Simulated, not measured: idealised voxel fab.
This section sets out a process module, namely voxel gate over fins.
The width of the displayed cross-section, cut, is 255 nm; its cells are square, with a size of 5 nm.
In this document a cross-section is written as a grid of square cells. It is given as a series of bands, listed from the top down, and a band is one or more rows of cells.
Read a band's entry like this: the first values are the height of its top and the height of its bottom in nm, and what follows is the sequence of materials from left to right, each with its width in nm. Note that "blank" is empty space, and that a single material marked "edge to edge" reaches across the band from edge to edge.
Counting heights begins at 0, where everything beneath is, in the wafer as received, one material. The lowest band has no bottom; it goes on downwards, as "0..down" shows.
Note: "30..40" means the width goes from the first number (top row of the band) to the second number (bottom row) in equal steps per row of cells.
What does "stayed the same" mean for a step? It means no cell of the cross-section changed in that step.
The list in "Enclosed cavities" covers empty spaces of 8 cells or more that cannot reach the top through any open way, and it gives each as width x height at distance; the distance is from the left edge, and width, height and distance are in nm.
Where a step's line continues beyond its settings, the continuation is a remark by the simulator itself on that step.
On any step carrying a mask, the "overlay nm" setting, if present on the step's line, tells how far right of its planned place the mask lay; negative values point to the left.

This section lists the process steps that were planned
| 1 | RECEIVE (material Si) |
| 2 | CONFORMAL_DEP (material SiN; thk nm 5) |
| 3 | MASKED_ETCH (tone cover; mask id FINS; width nm 15; pitch nm 45; etch materials SiN; depth nm 5; overlay nm 0) |
| 4 | MASKED_ETCH (tone cover; mask id FINS; width nm 15; pitch nm 45; etch materials Si; depth nm 30; overlay nm 0) |
| 5 | OXIDIZE (depth nm 5) |
| 6 | FILL_DEP (material SiO2; thk nm 5) |
| 7 | CMP (height nm 5) |
| 8 | SELECTIVE_ETCH (etch materials SiO2; depth nm 15) |
| 9 | STRIP (etch materials SiN) |
| 10 | CONFORMAL_DEP (material HfO2; thk nm 5) |
| 11 | CONFORMAL_DEP (material TiN; thk nm 5) |
| 12 | FILL_DEP (material W; thk nm 15) |
| 13 | CMP (height nm 10) |
| 14 | CONFORMAL_DEP (material SiN; thk nm 5) |
Heads up: all these wafers start the same, and what changes between them is the height nm in step 13. The value you see in the plan is just what the first wafer got.

After step 1, as received: first of several wafers, cross-section
	0..down: Si edge to edge
	Enclosed cavities: none

Last step of the module is step 14; after it, the first of several wafers in cross-section
	15..10: SiN edge to edge
	10..5: W 45 nm | TiN 25 nm | W 20 nm | TiN 25 nm | W 20 nm | TiN 25 nm | W 20 nm | TiN 25 nm | W 50 nm
	5..0: W 45 nm | TiN 5 nm | HfO2 15 nm | TiN 5 nm | W 20 nm | TiN 5 nm | HfO2 15 nm | TiN 5 nm | W 20 nm | TiN 5 nm | HfO2 15 nm | TiN 5 nm | W 20 nm | TiN 5 nm | HfO2 15 nm | TiN 5 nm | W 50 nm
	0..-5: TiN 50 nm | HfO2 5 nm | Si 5 nm | HfO2 5 nm | TiN 30 nm | HfO2 5 nm | Si 5 nm | HfO2 5 nm | TiN 30 nm | HfO2 5 nm | Si 5 nm | HfO2 5 nm | TiN 30 nm | HfO2 5 nm | Si 5 nm | HfO2 5 nm | TiN 55 nm
	-5..-10: HfO2 55 nm | Si 5 nm | HfO2 40 nm | Si 5 nm | HfO2 40 nm | Si 5 nm | HfO2 40 nm | Si 5 nm | HfO2 60 nm
	-10..-35: SiO2 55 nm | Si 5 nm | SiO2 40 nm | Si 5 nm | SiO2 40 nm | Si 5 nm | SiO2 40 nm | Si 5 nm | SiO2 60 nm
	-35..down: Si edge to edge
	Enclosed cavities: none

Of the several wafers, the last: cross-section at the end of the module
	30..25: SiN edge to edge
	25..10: W edge to edge
	10..5: W 45 nm | TiN 25 nm | W 20 nm | TiN 25 nm | W 20 nm | TiN 25 nm | W 20 nm | TiN 25 nm | W 50 nm
	5..0: W 45 nm | TiN 5 nm | HfO2 15 nm | TiN 5 nm | W 20 nm | TiN 5 nm | HfO2 15 nm | TiN 5 nm | W 20 nm | TiN 5 nm | HfO2 15 nm | TiN 5 nm | W 20 nm | TiN 5 nm | HfO2 15 nm | TiN 5 nm | W 50 nm
	0..-5: TiN 50 nm | HfO2 5 nm | Si 5 nm | HfO2 5 nm | TiN 30 nm | HfO2 5 nm | Si 5 nm | HfO2 5 nm | TiN 30 nm | HfO2 5 nm | Si 5 nm | HfO2 5 nm | TiN 30 nm | HfO2 5 nm | Si 5 nm | HfO2 5 nm | TiN 55 nm
	-5..-10: HfO2 55 nm | Si 5 nm | HfO2 40 nm | Si 5 nm | HfO2 40 nm | Si 5 nm | HfO2 40 nm | Si 5 nm | HfO2 60 nm
	-10..-35: SiO2 55 nm | Si 5 nm | SiO2 40 nm | Si 5 nm | SiO2 40 nm | Si 5 nm | SiO2 40 nm | Si 5 nm | SiO2 60 nm
	-35..down: Si edge to edge
	Enclosed cavities: none

Below, a row for every wafer. Read it as the end-of-module picture: for each material the wafer shows its cells gained (+) or lost (-) since it was received, and then its closed voids
height nm 10 | +67 HfO2 | -329 Si | +51 SiN | +235 SiO2 | +67 TiN | +62 W | Enclosed cavities: none
height nm 15 | +67 HfO2 | -329 Si | +51 SiN | +235 SiO2 | +67 TiN | +113 W | Enclosed cavities: none
height nm 20 | +67 HfO2 | -329 Si | +51 SiN | +235 SiO2 | +67 TiN | +164 W | Enclosed cavities: none
height nm 25 | +67 HfO2 | -329 Si | +51 SiN | +235 SiO2 | +67 TiN | +215 W | Enclosed cavities: none
